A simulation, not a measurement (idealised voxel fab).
The following is a process module called voxel ribs on slabs.
Square cell edge 5 nm, section width 205 nm, ID cut.
Each cross-section below is a grid of square cells, stated as bands in top-down order, with one or more rows of cells making up each band.
Look at the band entry: it leads with the top's height and the bottom's height in nm. Then it lists the materials left to right, with a width in nm for each. The word "throughout" on a single material says that material fills the band edge to edge. The word "empty" is empty space.
Heads up on the height convention: 0 is the point under which the incoming wafer is all one material, and the lowest band has no bottom, it just keeps going down, like "top 0, no bottom".
Think of "30 to 40" as a width that walks from the first number to the second as you go down the band, top row to bottom row, taking equal-sized steps from row to row.
What does "nothing changed" mean for a step? It means no cell of the cross-section changed in that step.
"Voids, sealed": empty spaces of 8 cells or more with no open way to the top, each given as width x height at distance, distance from the left edge, all in nm.
after a step's settings: what the simulator itself notes on the step
overlay nm: for a step with a mask, the amount by which the mask lay right of where it was planned; a negative amount means left of it.
THE PLANNED PROCESS STEPS ARE ENUMERATED HEREUNDER
1) RECEIVE with material Si
2) DIRECTIONAL_DEP with material SiO2, thk nm 30
3) DIRECTIONAL_DEP with material polySi, thk nm 25
4) MASKED_ETCH with tone cover, mask id RIB, width nm 30, etch materials polySi, depth nm 5, overlay nm 0
5) DIRECTIONAL_DEP with material aC, thk nm 15
6) PATTERN with tone cover, mask id SLAB, material resist, width nm 70, thk nm 35, overlay nm 0
7) DIRECTIONAL_ETCH with etch materials aC, depth nm 15
8) STRIP with etch materials resist
9) DIRECTIONAL_ETCH with etch materials polySi, depth nm 20
10) STRIP with etch materials aC
11) FILL_DEP with material SiO2, thk nm 25
12) CMP with height nm 70
13) DIRECTIONAL_DEP with material W, thk nm 10
14) MASKED_ETCH with tone cover, mask id HEATER, width nm 40, etch materials W, depth nm 10, overlay nm 0
15) CONFORMAL_DEP with material SiN, thk nm 5
RECEIVED-STATE CROSS-SECTION, REFLECTING COMPLETION OF STEP 1
    top 0, no bottom  Si throughout
    Voids, sealed: none
THE MODULE WAS RUN FROM THE START SHOWN ABOVE USING THE PLAN SHOWN ABOVE, BUT ONE MISTAKE WAS MADE DOING IT; THE RESULTING WAFER CROSS-SECTION IS BELOW
    top 85, bottom 80  empty=75 | SiN=50 | empty=80
    top 80, bottom 75  empty=75 | SiN=5 | W=40 | SiN=5 | empty=80
    top 75, bottom 70  SiN=80 | W=40 | SiN=85
    top 70, bottom 55  SiO2=65 | polySi=70 | SiO2=70
    top 55, bottom 30  polySi throughout
    top 30, bottom 0  SiO2 throughout
    top 0, no bottom  Si throughout
    Voids, sealed: none
Misprocessing identified: step 3 of the plan was performed twice
